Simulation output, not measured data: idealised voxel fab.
Module name: voxel air gaps (process module)
Displayed cross-section: cut, width of 245 nm, square cells sized 5 nm.
How to read a cross-section here: the picture is a grid of square cells, written as bands going from the top down, and any band can span one or more rows of cells.
Look at the band entry: it leads with the top's height and the bottom's height in nm. Then it lists the materials left to right, with a width in nm for each. The word "edge to edge" on a single material says that material fills the band edge to edge. The word "empty" is empty space.
Heights are measured from 0, the level below which the as-received wafer is all one material; the lowest band has no bottom and continues downward, written as in "top 0, no bottom".
Think of "30 to 40" as a width that walks from the first number to the second as you go down the band, top row to bottom row, taking equal-sized steps from row to row.
"same as before" means the step left every cell of the cross-section as it was.
Empty spaces without an open route to the top, at least 8 cells in extent, make up the entry "Enclosed void catalog"; each is given as width x height at distance, where the distance is measured from the left edge, and all are in nm.
Heads up: the bit after the settings on a step's line is the simulator's remark on that step.
The "overlay nm" setting may appear on a step's line; for a step that uses a mask, it gives how far to the right of its planned position the mask lay, and a negative value indicates the left.
-- Steps planned for the process
| 1 | RECEIVE (material Si) |
| 2 | CONFORMAL_DEP (material SiO2; thk nm 10) |
| 3 | CONFORMAL_DEP (material SiN; thk nm 5) |
| 4 | DIRECTIONAL_DEP (material SiO2; thk nm 35) |
| 5 | PATTERN (tone open; mask id LINES; material resist; width nm 20; pitch nm 50; thk nm 20; overlay nm 0) |
| 6 | DIRECTIONAL_ETCH (etch materials SiO2; depth nm 35) |
| 7 | STRIP (etch materials resist) |
| 8 | CONFORMAL_DEP (material TiN; thk nm 5) |
| 9 | FILL_DEP (material W; thk nm 10) |
| 10 | CMP (height nm 50) |
| 11 | EPI (material Ru; thk nm 10) |
| 12 | SELECTIVE_ETCH (etch materials SiO2; depth nm 45) |
| 13 | CONFORMAL_DEP (material SiN; thk nm 5) |
-- This is the cross-section of the wafer as we received it, i.e. after step 1
- top 0, no bottom = Si edge to edge
- Enclosed void catalog: none
-- Looking at the first of two wafers in cross-section at end of module - ran to plan
- top 65, bottom 60 = 45 empty | 150 SiN | 50 empty
- top 60, bottom 50 = 45 empty | 5 SiN | 40 Ru | 10 SiN | 40 Ru | 10 SiN | 40 Ru | 5 SiN | 50 empty
- top 50, bottom 45 = 45 empty | 15 SiN | 5 TiN | 10 W | 5 TiN | 30 SiN | 5 TiN | 10 W | 5 TiN | 30 SiN | 5 TiN | 10 W | 5 TiN | 15 SiN | 50 empty
- top 45, bottom 20 = 55 empty | 5 SiN | 5 TiN | 10 W | 5 TiN | 5 SiN | 20 empty | 5 SiN | 5 TiN | 10 W | 5 TiN | 5 SiN | 20 empty | 5 SiN | 5 TiN | 10 W | 5 TiN | 5 SiN | 60 empty
- top 20, bottom 15 = 60 SiN | 20 TiN | 30 SiN | 20 TiN | 30 SiN | 20 TiN | 65 SiN
- top 15, bottom 10 = SiN edge to edge
- top 10, bottom 0 = SiO2 edge to edge
- top 0, no bottom = Si edge to edge
- Enclosed void catalog: 20 x 25 at 85; 20 x 25 at 135
-- Cross-section, second wafer: same start as the first, same plan as the first, one mistake in running it; taken at the end of the module
- top 65, bottom 60 = 35 empty | 150 SiN | 60 empty
- top 60, bottom 50 = 35 empty | 5 SiN | 40 Ru | 10 SiN | 40 Ru | 10 SiN | 40 Ru | 5 SiN | 60 empty
- top 50, bottom 45 = 35 empty | 15 SiN | 5 TiN | 10 W | 5 TiN | 30 SiN | 5 TiN | 10 W | 5 TiN | 30 SiN | 5 TiN | 10 W | 5 TiN | 15 SiN | 60 empty
- top 45, bottom 20 = 45 empty | 5 SiN | 5 TiN | 10 W | 5 TiN | 5 SiN | 20 empty | 5 SiN | 5 TiN | 10 W | 5 TiN | 5 SiN | 20 empty | 5 SiN | 5 TiN | 10 W | 5 TiN | 5 SiN | 70 empty
- top 20, bottom 15 = 50 SiN | 20 TiN | 30 SiN | 20 TiN | 30 SiN | 20 TiN | 75 SiN
- top 15, bottom 10 = SiN edge to edge
- top 10, bottom 0 = SiO2 edge to edge
- top 0, no bottom = Si edge to edge
- Enclosed void catalog: 20 x 25 at 75; 20 x 25 at 125
what went wrong: step 5 was processed under conditions differing from the plan, specifically as PATTERN (tone open; mask id LINES; material resist; width nm 20; pitch nm 50; thk nm 20; overlay nm -10)
Upon completion, the cell count for each material on the second wafer equals that on the first, whereas the spatial distribution of those cells differs.
